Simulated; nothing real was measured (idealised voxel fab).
You're looking at the process module voxel capacitor over wiring.
Xsec cut, 200 nm wide, square cell size 5 nm.
Think of the cross-section as a grid of square cells. We describe it in bands, top to bottom, and each band covers one or more rows of those cells. Per band: top height and bottom height in nm, followed by the left-to-right materials and their widths in nm; "everywhere" marks a single material spanning edge to edge, "blank" marks empty space. Note: height 0 marks the level under which the wafer is uniformly one material as received. Lowest band unbounded below, written "z 0 and below". A width given as "30->40" starts at the first number in the band's top row and ends at the second number in its bottom row, shifting by an equal amount at every step from row to row. The designation "no change occurred", where it is given for a processing step, indicates that no cell of the cross-section was altered in the course of that step. Heads up: "Cavities, closed" only lists the empty pockets with no open path to the top that are 8 cells or more, and it writes them as width x height at distance, distance from the left edge, in nm. Text after the settings on a step's line: the simulator's own remark on that step. The line of a step may include "overlay nm". On a step with a mask, this value is how far to the right of its planned place the mask lay. A negative value means the mask lay to the left.

**Process steps - plan**
1) RECEIVE with material Si
2) CONFORMAL_DEP with material SiO2, thk nm 10
3) CONFORMAL_DEP with material SiCN, thk nm 5
4) DIRECTIONAL_DEP with material SiO2, thk nm 15
5) MASKED_ETCH with tone open, mask id METAL_1, width nm 20, pitch nm 70, etch materials SiO2, depth nm 15, overlay nm 0
6) MASKED_ETCH with tone open, mask id METAL_1, width nm 20, pitch nm 70, etch materials SiCN, depth nm 5, overlay nm 0
7) CONFORMAL_DEP with material TiN, thk nm 5
8) FILL_DEP with material W, thk nm 10
9) CMP with height nm 30
10) CONFORMAL_DEP with material SiCN, thk nm 5
11) DIRECTIONAL_DEP with material lowk, thk nm 20
12) PATTERN with tone open, mask id PLUG_1, material resist, width nm 15, thk nm 20, overlay nm 0
13) DIRECTIONAL_ETCH with etch materials lowk, depth nm 20
14) DIRECTIONAL_ETCH with etch materials SiCN, depth nm 5
15) STRIP with etch materials resist
16) CONFORMAL_DEP with material TiN, thk nm 5
17) FILL_DEP with material Cu, thk nm 10
18) CMP with height nm 55
19) DIRECTIONAL_DEP with material TiN, thk nm 5
20) DIRECTIONAL_DEP with material Al2O3, thk nm 5
21) DIRECTIONAL_DEP with material TiN, thk nm 10
22) MASKED_ETCH with tone cover, mask id UPPER_PLATE, width nm 55, etch materials TiN, depth nm 10, overlay nm 0
23) MASKED_ETCH with tone cover, mask id UPPER_PLATE, width nm 55, etch materials Al2O3, depth nm 5, overlay nm 0
24) MASKED_ETCH with tone cover, mask id LOWER_PLATE, width nm 65, etch materials TiN, depth nm 5, overlay nm 0
25) FILL_DEP with material SiO2, thk nm 15
26) CMP with height nm 85
27) MASKED_ETCH with tone open, mask id PLUG_2, width nm 15, etch materials SiO2, depth nm 10, overlay nm 0
28) CONFORMAL_DEP with material TiN, thk nm 5
29) FILL_DEP with material Cu, thk nm 10
30) CMP with height nm 85
31) CONFORMAL_DEP with material SiN, thk nm 5

**First of two wafers, with the run carried out as planned**

**As received (post step 1): cross-section**
    z 0 and below | Si everywhere
    Cavities, closed: none

**Cross-section through the wafer, step 2 finished**
    z 10 to 0 | SiO2 everywhere
    Anything lower than 0 is untouched.

**Cross-section through the wafer, step 3 finished**
    z 15 to 10 | SiCN everywhere
    Anything lower than 10 is untouched.

**Cross-section through the wafer, step 4 finished**
    z 30 to 15 | SiO2 everywhere
    Anything lower than 15 is untouched.

**Cross-section through the wafer, step 5 finished**
    z 30 to 15 | SiO2 (55) | blank (20) | SiO2 (50) | blank (20) | SiO2 (55)
    Anything lower than 15 is untouched.

**Cross-section through the wafer, step 6 finished**
    z 30 to 15 | SiO2 (55) | blank (20) | SiO2 (50) | blank (20) | SiO2 (55)
    z 15 to 10 | SiCN (55) | blank (20) | SiCN (50) | blank (20) | SiCN (55)
    Anything lower than 10 is untouched.

**Cross-section through the wafer, step 7 finished**
    z 35 to 30 | TiN (60) | blank (10) | TiN (60) | blank (10) | TiN (60)
    z 30 to 15 | SiO2 (55) | TiN (5) | blank (10) | TiN (5) | SiO2 (50) | TiN (5) | blank (10) | TiN (5) | SiO2 (55)
    z 15 to 10 | SiCN (55) | TiN (20) | SiCN (50) | TiN (20) | SiCN (55)
    Anything lower than 10 is untouched.

**Cross-section through the wafer, step 8 finished**
    z 45 to 35 | W everywhere
    z 35 to 30 | TiN (60) | W (10) | TiN (60) | W (10) | TiN (60)
    z 30 to 15 | SiO2 (55) | TiN (5) | W (10) | TiN (5) | SiO2 (50) | TiN (5) | W (10) | TiN (5) | SiO2 (55)
    Anything lower than 15 is untouched.

**Cross-section through the wafer, step 9 finished**
    z 30 to 15 | SiO2 (55) | TiN (5) | W (10) | TiN (5) | SiO2 (50) | TiN (5) | W (10) | TiN (5) | SiO2 (55)
    Anything lower than 15 is untouched.

**Cross-section through the wafer, step 10 finished**
    z 35 to 30 | SiCN everywhere
    Anything lower than 30 is untouched.

**Cross-section through the wafer, step 11 finished**
    z 55 to 35 | lowk everywhere
    Anything lower than 35 is untouched.

**Cross-section through the wafer, step 12 finished**
    z 75 to 55 | resist (60) | blank (15) | resist (125)
    Anything lower than 55 is untouched.

**Cross-section through the wafer, step 13 finished**
    z 75 to 55 | resist (60) | blank (15) | resist (125)
    z 55 to 35 | lowk (60) | blank (15) | lowk (125)
    Anything lower than 35 is untouched.

**Cross-section through the wafer, step 14 finished**
    z 75 to 55 | resist (60) | blank (15) | resist (125)
    z 55 to 35 | lowk (60) | blank (15) | lowk (125)
    z 35 to 30 | SiCN (60) | blank (15) | SiCN (125)
    Anything lower than 30 is untouched.

**Cross-section through the wafer, step 15 finished**
    z 55 to 35 | lowk (60) | blank (15) | lowk (125)
    Anything lower than 35 is untouched.

**Cross-section through the wafer, step 16 finished**
    z 60 to 55 | TiN (65) | blank (5) | TiN (130)
    z 55 to 35 | lowk (60) | TiN (5) | blank (5) | TiN (5) | lowk (125)
    z 35 to 30 | SiCN (60) | TiN (15) | SiCN (125)
    Anything lower than 30 is untouched.

**Cross-section through the wafer, step 17 finished**
    z 70 to 60 | Cu everywhere
    z 60 to 55 | TiN (65) | Cu (5) | TiN (130)
    z 55 to 35 | lowk (60) | TiN (5) | Cu (5) | TiN (5) | lowk (125)
    Anything lower than 35 is untouched.

**Cross-section through the wafer, step 18 finished**
    z 55 to 35 | lowk (60) | TiN (5) | Cu (5) | TiN (5) | lowk (125)
    Anything lower than 35 is untouched.

**Cross-section through the wafer, step 19 finished**
    z 60 to 55 | TiN everywhere
    Anything lower than 55 is untouched.

**Cross-section through the wafer, step 20 finished**
    z 65 to 60 | Al2O3 everywhere
    Anything lower than 60 is untouched.

**Cross-section through the wafer, step 21 finished**
    z 75 to 65 | TiN everywhere
    Anything lower than 65 is untouched.

**Cross-section through the wafer, step 22 finished**
    z 75 to 65 | blank (60) | TiN (55) | blank (85)
    Anything lower than 65 is untouched.

**Cross-section through the wafer, step 23 finished**
    z 75 to 65 | blank (60) | TiN (55) | blank (85)
    z 65 to 60 | blank (60) | Al2O3 (55) | blank (85)
    Anything lower than 60 is untouched.

**Cross-section through the wafer, step 24 finished**
    z 75 to 65 | blank (60) | TiN (55) | blank (85)
    z 65 to 60 | blank (60) | Al2O3 (55) | blank (85)
    z 60 to 55 | blank (55) | TiN (65) | blank (80)
    Anything lower than 55 is untouched.

**Cross-section through the wafer, step 25 finished**
    z 90 to 75 | SiO2 everywhere
    z 75 to 65 | SiO2 (60) | TiN (55) | SiO2 (85)
    z 65 to 60 | SiO2 (60) | Al2O3 (55) | SiO2 (85)
    z 60 to 55 | SiO2 (55) | TiN (65) | SiO2 (80)
    Anything lower than 55 is untouched.

**Cross-section through the wafer, step 26 finished**
    z 85 to 75 | SiO2 everywhere
    Anything lower than 75 is untouched.

**Cross-section through the wafer, step 27 finished**
    z 85 to 75 | SiO2 (70) | blank (15) | SiO2 (115)
    Anything lower than 75 is untouched.

**Cross-section through the wafer, step 28 finished**
    z 90 to 85 | TiN (75) | blank (5) | TiN (120)
    z 85 to 80 | SiO2 (70) | TiN (5) | blank (5) | TiN (5) | SiO2 (115)
    z 80 to 75 | SiO2 (70) | TiN (15) | SiO2 (115)
    Anything lower than 75 is untouched.

**Cross-section through the wafer, step 29 finished**
    z 100 to 90 | Cu everywhere
    z 90 to 85 | TiN (75) | Cu (5) | TiN (120)
    z 85 to 80 | SiO2 (70) | TiN (5) | Cu (5) | TiN (5) | SiO2 (115)
    Anything lower than 80 is untouched.

**Cross-section through the wafer, step 30 finished**
    z 85 to 80 | SiO2 (70) | TiN (5) | Cu (5) | TiN (5) | SiO2 (115)
    Anything lower than 80 is untouched.

**Cross-section through the wafer, step 31 finished**
    z 90 to 85 | SiN everywhere
    Anything lower than 85 is untouched.

**Second wafer: same start and same plan as the first, one execution error; identical to the first through step 9**

**Second wafer cross-section, taken as of the time the plan sets for step 10 to be done**
    z 50 to 30 | lowk everywhere
    Anything lower than 30 is untouched.

**Second wafer cross-section, taken as of the time the plan sets for step 11 to be done**
    z 55 to 50 | SiCN everywhere
    Anything lower than 50 is untouched.

**Second wafer cross-section, taken as of the time the plan sets for step 12 to be done**
    z 75 to 55 | resist (60) | blank (15) | resist (125)
    Anything lower than 55 is untouched.

Second wafer cross-section, taken as of the time the plan sets for step 13 to be done: no change occurred

**Second wafer cross-section, taken as of the time the plan sets for step 14 to be done**
    z 75 to 55 | resist (60) | blank (15) | resist (125)
    z 55 to 50 | SiCN (60) | blank (15) | SiCN (125)
    Anything lower than 50 is untouched.

**Second wafer cross-section, taken as of the time the plan sets for step 15 to be done**
    z 55 to 50 | SiCN (60) | blank (15) | SiCN (125)
    Anything lower than 50 is untouched.

**Second wafer cross-section, taken as of the time the plan sets for step 16 to be done**
    z 60 to 55 | TiN (65) | blank (5) | TiN (130)
    z 55 to 50 | SiCN (60) | TiN (15) | SiCN (125)
    Anything lower than 50 is untouched.

**Second wafer cross-section, taken as of the time the plan sets for step 17 to be done**
    z 70 to 60 | Cu everywhere
    z 60 to 55 | TiN (65) | Cu (5) | TiN (130)
    Anything lower than 55 is untouched.

**Second wafer cross-section, taken as of the time the plan sets for step 18 to be done**
    z 55 to 50 | SiCN (60) | TiN (15) | SiCN (125)
    Anything lower than 50 is untouched.

**Second wafer cross-section, taken as of the time the plan sets for step 19 to be done**
    z 60 to 55 | TiN everywhere
    Anything lower than 55 is untouched.

**Second wafer cross-section, taken as of the time the plan sets for step 20 to be done**
    z 65 to 60 | Al2O3 everywhere
    Anything lower than 60 is untouched.

**Second wafer cross-section, taken as of the time the plan sets for step 21 to be done**
    z 75 to 65 | TiN everywhere
    Anything lower than 65 is untouched.

**Second wafer cross-section, taken as of the time the plan sets for step 22 to be done**
    z 75 to 65 | blank (60) | TiN (55) | blank (85)
    Anything lower than 65 is untouched.

**Second wafer cross-section, taken as of the time the plan sets for step 23 to be done**
    z 75 to 65 | blank (60) | TiN (55) | blank (85)
    z 65 to 60 | blank (60) | Al2O3 (55) | blank (85)
    Anything lower than 60 is untouched.

**Second wafer cross-section, taken as of the time the plan sets for step 24 to be done**
    z 75 to 65 | blank (60) | TiN (55) | blank (85)
    z 65 to 60 | blank (60) | Al2O3 (55) | blank (85)
    z 60 to 55 | blank (55) | TiN (65) | blank (80)
    Anything lower than 55 is untouched.

**Second wafer cross-section, taken as of the time the plan sets for step 25 to be done**
    z 90 to 75 | SiO2 everywhere
    z 75 to 65 | SiO2 (60) | TiN (55) | SiO2 (85)
    z 65 to 60 | SiO2 (60) | Al2O3 (55) | SiO2 (85)
    z 60 to 55 | SiO2 (55) | TiN (65) | SiO2 (80)
    Anything lower than 55 is untouched.

**Second wafer cross-section, taken as of the time the plan sets for step 26 to be done**
    z 85 to 75 | SiO2 everywhere
    Anything lower than 75 is untouched.

**Second wafer cross-section, taken as of the time the plan sets for step 27 to be done**
    z 85 to 75 | SiO2 (70) | blank (15) | SiO2 (115)
    Anything lower than 75 is untouched.

**Second wafer cross-section, taken as of the time the plan sets for step 28 to be done**
    z 90 to 85 | TiN (75) | blank (5) | TiN (120)
    z 85 to 80 | SiO2 (70) | TiN (5) | blank (5) | TiN (5) | SiO2 (115)
    z 80 to 75 | SiO2 (70) | TiN (15) | SiO2 (115)
    Anything lower than 75 is untouched.

**Second wafer cross-section, taken as of the time the plan sets for step 29 to be done**
    z 100 to 90 | Cu everywhere
    z 90 to 85 | TiN (75) | Cu (5) | TiN (120)
    z 85 to 80 | SiO2 (70) | TiN (5) | Cu (5) | TiN (5) | SiO2 (115)
    Anything lower than 80 is untouched.

**Second wafer cross-section, taken as of the time the plan sets for step 30 to be done**
    z 85 to 80 | SiO2 (70) | TiN (5) | Cu (5) | TiN (5) | SiO2 (115)
    Anything lower than 80 is untouched.

**Second wafer cross-section, taken as of the time the plan sets for step 31 to be done**
    z 90 to 85 | SiN everywhere
    Anything lower than 85 is untouched.
Error vs. plan: steps 10 and 11 of the plan were run in the wrong order, each in the other's place
The closing comparison, in cells, has the second wafer with more or fewer of some materials than the first: 4 fewer of Cu, 8 fewer of TiN, 12 more of lowk
